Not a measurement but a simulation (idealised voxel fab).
Presented below is a process module, voxel released beams.
In the cross-section labelled cut, the width is 195 nm and each square cell is 5 nm.
Cross-section spec: square-cell grid; bands listed top down; each band is one or more rows.
The entry gives the band's vertical extent as a top height and a bottom height in nm, then its horizontal make-up as materials from left to right, each with a width in nm. "empty" stands for empty space; a single material marked "edge to edge" fills the band edge to edge.
Note: height 0 marks the level under which the wafer is uniformly one material as received. Lowest band unbounded below, written "0..down".
Quick explanation for "30..40": the width changes in equal steps down the rows of cells, from the first number in the band's top row to the second number in its bottom row.
For the purposes of this document, the phrase "remained the same" attached to a step denotes that no cell within the cross-section was modified by that step.
Listed in "Non-vented voids": every empty space of 8 or more cells without an open way to the top. Form: width x height at distance, the distance being from the left edge, all in nm.
That trailing text on a step's line, after the settings, is the simulator's own remark on the step.
overlay nm: on a step with a mask, how far right of its planned place the mask lay; negative means left.
HERE'S WHAT THE PLANNED PROCESS STEPS LOOK LIKE
1 RECEIVE (material Si)
2 CONFORMAL_DEP (material SiN; thk nm 5)
3 DIRECTIONAL_DEP (material SiO2; thk nm 15)
4 DIRECTIONAL_DEP (material aC; thk nm 10)
5 PATTERN (tone open; mask id ANCHOR; material resist; width nm 35; thk nm 30; overlay nm 0)
6 DIRECTIONAL_ETCH (etch materials aC; depth nm 10)
7 STRIP (etch materials resist)
8 DIRECTIONAL_ETCH (etch materials SiO2; depth nm 15)
9 STRIP (etch materials aC)
10 CONFORMAL_DEP (material polySi; thk nm 15)
11 MASKED_ETCH (tone cover; mask id BEAM; width nm 120; etch materials polySi; depth nm 15; overlay nm 0)
12 STRIP (etch materials SiO2)
OF TWO WAFERS, THE FIRST: RUN ACCORDING TO PLAN
THE CROSS-SECTION HERE SHOWS THE WAFER AS RECEIVED, I.E. IN ITS STATE AFTER STEP 1
* 0..down  Si edge to edge
* Non-vented voids: none
AFTER STEP 2: WAFER CROSS-SECTION
* 5..0  SiN edge to edge
* Below 0, the layers are the same as they were.
AFTER STEP 3: WAFER CROSS-SECTION
* 20..5  SiO2 edge to edge
* Below 5, the layers are the same as they were.
AFTER STEP 4: WAFER CROSS-SECTION
* 30..20  aC edge to edge
* Below 20, the layers are the same as they were.
AFTER STEP 5: WAFER CROSS-SECTION
* 60..30  resist 40 / empty 35 / resist 120
* Below 30, the layers are the same as they were.
AFTER STEP 6: WAFER CROSS-SECTION
* 50..30  resist 40 / empty 35 / resist 120
* 30..20  aC 40 / empty 35 / aC 120
* Below 20, the layers are the same as they were.
AFTER STEP 7: WAFER CROSS-SECTION
* 30..20  aC 40 / empty 35 / aC 120
* Below 20, the layers are the same as they were.
AFTER STEP 8: WAFER CROSS-SECTION
* 30..20  aC 40 / empty 35 / aC 120
* 20..5  SiO2 40 / empty 35 / SiO2 120
* Below 5, the layers are the same as they were.
AFTER STEP 9: WAFER CROSS-SECTION
* 20..5  SiO2 40 / empty 35 / SiO2 120
* Below 5, the layers are the same as they were.
AFTER STEP 10: WAFER CROSS-SECTION
* 35..20  polySi 55 / empty 5 / polySi 135
* 20..5  SiO2 40 / polySi 35 / SiO2 120
* Below 5, the layers are the same as they were.
AFTER STEP 11: WAFER CROSS-SECTION
* 35..20  empty 35 / polySi 20 / empty 5 / polySi 95 / empty 40
* Below 20, the layers are the same as they were.
AFTER STEP 12: WAFER CROSS-SECTION
* 35..20  empty 35 / polySi 20 / empty 5 / polySi 95 / empty 40
* 20..5  empty 40 / polySi 35 / empty 120
* Below 5, the layers are the same as they were.
OKAY, SECOND WAFER. NOTHING DIFFERENT AT THE START, NOTHING DIFFERENT IN THE PLAN, JUST ONE MISTAKE SOMEWHERE IN THE RUNNING. AS FAR AS STEP 4, COUNTING THAT STEP, IT'S THE FIRST WAFER ALL OVER AGAIN
SECOND WAFER, SECTIONED VIEW, AT STEP 5'S PLANNED END TIME
* 60..30  resist 35 / empty 35 / resist 125
* Below 30, the layers are the same as they were.
SECOND WAFER, SECTIONED VIEW, AT STEP 6'S PLANNED END TIME
* 50..30  resist 35 / empty 35 / resist 125
* 30..20  aC 35 / empty 35 / aC 125
* Below 20, the layers are the same as they were.
SECOND WAFER, SECTIONED VIEW, AT STEP 7'S PLANNED END TIME
* 30..20  aC 35 / empty 35 / aC 125
* Below 20, the layers are the same as they were.
SECOND WAFER, SECTIONED VIEW, AT STEP 8'S PLANNED END TIME
* 30..20  aC 35 / empty 35 / aC 125
* 20..5  SiO2 35 / empty 35 / SiO2 125
* Below 5, the layers are the same as they were.
SECOND WAFER, SECTIONED VIEW, AT STEP 9'S PLANNED END TIME
* 20..5  SiO2 35 / empty 35 / SiO2 125
* Below 5, the layers are the same as they were.
SECOND WAFER, SECTIONED VIEW, AT STEP 10'S PLANNED END TIME
* 35..20  polySi 50 / empty 5 / polySi 140
* 20..5  SiO2 35 / polySi 35 / SiO2 125
* Below 5, the layers are the same as they were.
SECOND WAFER, SECTIONED VIEW, AT STEP 11'S PLANNED END TIME
* 35..20  empty 35 / polySi 15 / empty 5 / polySi 100 / empty 40
* Below 20, the layers are the same as they were.
SECOND WAFER, SECTIONED VIEW, AT STEP 12'S PLANNED END TIME
* 35..20  empty 35 / polySi 15 / empty 5 / polySi 100 / empty 40
* 20..5  empty 35 / polySi 35 / empty 125
* Below 5, the layers are the same as they were.
Want to know what went wrong? step 5 deviated from plan and actually ran as PATTERN (tone open; mask id ANCHOR; material resist; width nm 35; thk nm 30; overlay nm -5)
So at the finish, the second wafer's got exactly as many cells of each material as the first, just not in the same spots.
